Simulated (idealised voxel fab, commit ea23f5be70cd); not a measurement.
process module | voxel double patterning
Xsec cut, 245 nm wide, square cell size 5 nm.
Reading order for cross-sections: top band down to bottom band. Underlying form: a grid of square cells. Band size: one or more rows of cells. Read a band's entry like this: the first values are the height of its top and the height of its bottom in nm, and what follows is the sequence of materials from left to right, each with its width in nm. Note that "air" is empty space, and that a single material marked "throughout" reaches across the band from edge to edge. Note: height 0 marks the level under which the wafer is uniformly one material as received. Lowest band unbounded below, written "0 down". The notation "30->40" denotes a width that varies across the rows of cells in the band, beginning at the first number in the top row, finishing at the second number in the bottom row, and changing by an identical amount from each row to the next. Basically "everything unchanged" means that step didn't change any cell in the cross-section. Each empty space that has no open way to the top and spans at least 8 cells appears under "Voids, fully enclosed" as width x height at distance, the distance counted from the left edge, all in nm. On each step's line, the part that comes after the settings is the simulator's own comment on the step. The optional step-line setting "overlay nm" applies to steps with a mask and quantifies how far to the right of its planned location the mask lay, a negative value indicating leftward placement.
### Steps in the process plan
1. RECEIVE | material Si
2. CONFORMAL_DEP | material SiO2 | thk nm 5
3. DIRECTIONAL_DEP | material polySi | thk nm 15
4. DIRECTIONAL_DEP | material SiN | thk nm 5
5. DIRECTIONAL_DEP | material aC | thk nm 10
6. PATTERN | tone open | mask id FIRST | material resist | width nm 15 | pitch nm 50 | thk nm 30 | overlay nm 0
7. DIRECTIONAL_ETCH | etch materials aC | depth nm 10
8. STRIP | etch materials resist
9. DIRECTIONAL_ETCH | etch materials SiN | depth nm 5
10. STRIP | etch materials aC
11. PATTERN | tone open | mask id SECOND | material resist | width nm 15 | thk nm 20 | overlay nm 0
12. DIRECTIONAL_ETCH | etch materials SiN | depth nm 5
13. STRIP | etch materials resist
14. DIRECTIONAL_ETCH | etch materials polySi | depth nm 15
15. STRIP | etch materials SiN
### Received-state cross-section, reflecting completion of step 1
> 0 down  Si throughout
> Voids, fully enclosed: none
### Final wafer profile in cross-section after the module, from the same start and plan as above, with one mistake made during processing
> 20 to 5  polySi: 95 / air: 15 / polySi: 5 / air: 15 / polySi: 15 / air: 15 / polySi: 85
> 5 to 0  SiO2 throughout
> 0 down  Si throughout
> Voids, fully enclosed: none
What was the processing mistake? step 6 deviated from plan and actually ran as PATTERN | tone open | mask id FIRST | material resist | width nm 15 | pitch nm 50 | thk nm 30 | overlay nm 5
